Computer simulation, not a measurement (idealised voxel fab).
process module | voxel fin reveal
cross-section cut | 260 nm wide | cells 5 nm
A cross-section is a grid of square cells, given in bands from the top down. A band is one or more rows of cells.
Each band's line starts with the height of the band's top and of its bottom, in nm. Then come its materials from left to right, each with its width in nm. One material with "throughout" fills the band from edge to edge. "air" is empty space.
Height 0 is the level under which the wafer as received is all one material. The lowest band goes on downwards, as in "0 down".
A width such as "30 to 40" changes by the same amount from each row of cells to the next, from the band's top row to its bottom row.
"no change" after a step means that no cell of the cross-section changed.
closed voids: empty space of 8 cells or more with no open way to the top, each as width x height at its distance from the left edge, in nm
after a step's settings: what the simulator itself notes on the step
overlay nm, on a step with a mask: how far to the right of its planned place the mask lay; to the left if negative
plan
1 op RECEIVE | material Si
2 op CONFORMAL_DEP | material SiN | thk nm 5
3 op PATTERN | tone cover | mask id FINS | material resist | width nm 15 | pitch nm 40 | thk nm 20 | overlay nm 0
4 op DIRECTIONAL_ETCH | etch materials SiN | depth nm 5
5 op DIRECTIONAL_ETCH | etch materials Si | depth nm 30
6 op STRIP | etch materials resist
7 op OXIDIZE | depth nm 5
8 op FILL_DEP | material SiO2 | thk nm 15
9 op CMP | height nm 5
10 op SELECTIVE_ETCH | etch materials SiO2 | depth nm 15
11 op STRIP | etch materials SiN
12 op CONFORMAL_DEP | material HfO2 | thk nm 5
first wafer, as planned
as received, after step 1
  0 down: Si throughout
  closed voids: none
after step 2
  5 to 0: SiN throughout
  below 0: unchanged
after step 3
  25 to 5: air 80 | resist 15 | air 25 | resist 15 | air 25 | resist 15 | air 85
  below 5: unchanged
after step 4
  25 to 5: air 80 | resist 15 | air 25 | resist 15 | air 25 | resist 15 | air 85
  5 to 0: air 80 | SiN 15 | air 25 | SiN 15 | air 25 | SiN 15 | air 85
  below 0: unchanged
after step 5
  25 to 5: air 80 | resist 15 | air 25 | resist 15 | air 25 | resist 15 | air 85
  5 to 0: air 80 | SiN 15 | air 25 | SiN 15 | air 25 | SiN 15 | air 85
  0 to -30: air 80 | Si 15 | air 25 | Si 15 | air 25 | Si 15 | air 85
  below -30: unchanged
after step 6
  5 to 0: air 80 | SiN 15 | air 25 | SiN 15 | air 25 | SiN 15 | air 85
  below 0: unchanged
after step 7
  5 to 0: air 80 | SiN 15 | air 25 | SiN 15 | air 25 | SiN 15 | air 85
  0 to -30: air 80 | SiO2 5 | Si 5 | SiO2 5 | air 25 | SiO2 5 | Si 5 | SiO2 5 | air 25 | SiO2 5 | Si 5 | SiO2 5 | air 85
  -30 to -35: SiO2 85 | Si 5 | SiO2 35 | Si 5 | SiO2 35 | Si 5 | SiO2 90
  below -35: unchanged
after step 8
  20 to 5: SiO2 throughout
  5 to 0: SiO2 80 | SiN 15 | SiO2 25 | SiN 15 | SiO2 25 | SiN 15 | SiO2 85
  0 to -35: SiO2 85 | Si 5 | SiO2 35 | Si 5 | SiO2 35 | Si 5 | SiO2 90
  below -35: unchanged
after step 9
  5 to 0: SiO2 80 | SiN 15 | SiO2 25 | SiN 15 | SiO2 25 | SiN 15 | SiO2 85
  below 0: unchanged
after step 10
  5 to 0: air 80 | SiN 15 | air 25 | SiN 15 | air 25 | SiN 15 | air 85
  0 to -10: air 85 | Si 5 | air 35 | Si 5 | air 35 | Si 5 | air 90
  below -10: unchanged
after step 11
  0 to -10: air 85 | Si 5 | air 35 | Si 5 | air 35 | Si 5 | air 90
  below -10: unchanged
after step 12
  5 to 0: air 80 | HfO2 15 | air 25 | HfO2 15 | air 25 | HfO2 15 | air 85
  0 to -5: air 80 | HfO2 5 | Si 5 | HfO2 5 | air 25 | HfO2 5 | Si 5 | HfO2 5 | air 25 | HfO2 5 | Si 5 | HfO2 5 | air 85
  -5 to -10: HfO2 85 | Si 5 | HfO2 35 | Si 5 | HfO2 35 | Si 5 | HfO2 90
  below -10: unchanged
second wafer: like start, like plan, one mistake. Through step 9 it matches the first wafer
when step 10 should have ended
  5 to 0: SiO2 80 | air 15 | SiO2 25 | air 15 | SiO2 25 | air 15 | SiO2 85
  below 0: unchanged
when step 11 should have ended
  0 to -10: air 85 | Si 5 | air 35 | Si 5 | air 35 | Si 5 | air 90
  -10 to -15: SiO2 65 | air 20 | Si 5 | air 35 | Si 5 | air 35 | Si 5 | air 20 | SiO2 70
  below -15: unchanged
when step 12 should have ended
  5 to 0: air 80 | HfO2 15 | air 25 | HfO2 15 | air 25 | HfO2 15 | air 85
  0 to -5: air 80 | HfO2 5 | Si 5 | HfO2 5 | air 25 | HfO2 5 | Si 5 | HfO2 5 | air 25 | HfO2 5 | Si 5 | HfO2 5 | air 85
  -5 to -10: HfO2 70 | air 10 | HfO2 5 | Si 5 | HfO2 5 | air 25 | HfO2 5 | Si 5 | HfO2 5 | air 25 | HfO2 5 | Si 5 | HfO2 5 | air 10 | HfO2 75
  -10 to -15: SiO2 65 | HfO2 20 | Si 5 | HfO2 35 | Si 5 | HfO2 35 | Si 5 | HfO2 20 | SiO2 70
  below -15: unchanged
what went wrong: steps 10 and 11 were swapped
at the end the second wafer has, in cells: 8 more of HfO2 | 22 fewer of SiO2
